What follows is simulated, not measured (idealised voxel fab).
The following process module bears the name voxel ribs on slabs.
cross-section cut | 275 nm wide | cells 5 nm
Square cells in a grid make up a cross-section in this document, and the grid is given as bands, listed from the top down, each one or more rows of cells. Top, bottom (nm), then materials left to right with widths (nm); lone material tagged "everywhere" fills the whole band edge to edge; "blank" = empty space. All heights in this document are referenced to 0, defined as the level beneath which the wafer, as received, consists entirely of one material. The lowest band is not bounded below; it extends indefinitely downward and is written in the form "0 down". A two-number width, for instance "30->40", indicates that the width is equal to the first number in the top row of the band and to the second number in the bottom row, and that it changes by a constant amount per row of cells. Take "all unchanged" at face value: in the step it is given for, the cross-section changed in none of its cells. Enclosed voids (no open way to top), threshold 8 cells or more, entry "Enclosed empty spaces", notation width x height at distance, distance from left edge, nm. Whatever follows a step's settings on its line is a remark the simulator itself makes about that step. What "overlay nm" on a step's line means: if the step has a mask, that mask lay this far to the right of its planned place, or, when the value is negative, to the left.
**So here's the lineup of process steps we planned**
1,RECEIVE,material Si
2,DIRECTIONAL_DEP,material SiO2,thk nm 20
3,DIRECTIONAL_DEP,material polySi,thk nm 15
4,MASKED_ETCH,tone cover,mask id RIB,width nm 15,etch materials polySi,depth nm 5,overlay nm 0
5,PATTERN,tone cover,mask id SLAB,material resist,width nm 45,thk nm 20,overlay nm -15
6,DIRECTIONAL_ETCH,etch materials polySi,depth nm 10
7,STRIP,etch materials resist
8,FILL_DEP,material SiO2,thk nm 25
9,CMP,height nm 55
10,DIRECTIONAL_DEP,material W,thk nm 10
11,MASKED_ETCH,tone cover,mask id HEATER,width nm 25,etch materials W,depth nm 10,overlay nm 0
12,CONFORMAL_DEP,material SiO2,thk nm 5
Same starting wafers, different overlay nm at step 5. Plan value belongs to the first wafer.
**Cross-section of the first of several wafers as received (after step 1)**
> 0 down: Si everywhere
> Enclosed empty spaces: none
**Take a look at the first of several wafers in cross-section: the module is done, and step 12 was its last step**
> 70 to 65: blank (120); SiO2 (35); blank (120)
> 65 to 60: blank (120); SiO2 (5); W (25); SiO2 (5); blank (120)
> 60 to 55: SiO2 (125); W (25); SiO2 (125)
> 55 to 35: SiO2 everywhere
> 35 to 30: SiO2 (130); polySi (15); SiO2 (130)
> 30 to 20: SiO2 (100); polySi (45); SiO2 (130)
> 20 to 0: SiO2 everywhere
> 0 down: Si everywhere
> Enclosed empty spaces: none
**End of module: cross-section, last of several wafers**
> 70 to 65: blank (120); SiO2 (35); blank (120)
> 65 to 60: blank (120); SiO2 (5); W (25); SiO2 (5); blank (120)
> 60 to 55: SiO2 (125); W (25); SiO2 (125)
> 55 to 35: SiO2 everywhere
> 35 to 30: SiO2 (130); polySi (15); SiO2 (130)
> 30 to 20: SiO2 (130); polySi (45); SiO2 (100)
> 20 to 0: SiO2 everywhere
> 0 down: Si everywhere
> Enclosed empty spaces: none
**Gained (+) or lost (-) cells of each material since receipt, then closed voids: one row per wafer, at the end of the module**
overlay nm -15; +643 SiO2; +10 W; +21 polySi; Enclosed empty spaces: none
overlay nm -10; +643 SiO2; +10 W; +21 polySi; Enclosed empty spaces: none
overlay nm -5; +643 SiO2; +10 W; +21 polySi; Enclosed empty spaces: none
overlay nm 0; +643 SiO2; +10 W; +21 polySi; Enclosed empty spaces: none
overlay nm 5; +643 SiO2; +10 W; +21 polySi; Enclosed empty spaces: none
overlay nm 10; +643 SiO2; +10 W; +21 polySi; Enclosed empty spaces: none
overlay nm 15; +643 SiO2; +10 W; +21 polySi; Enclosed empty spaces: none
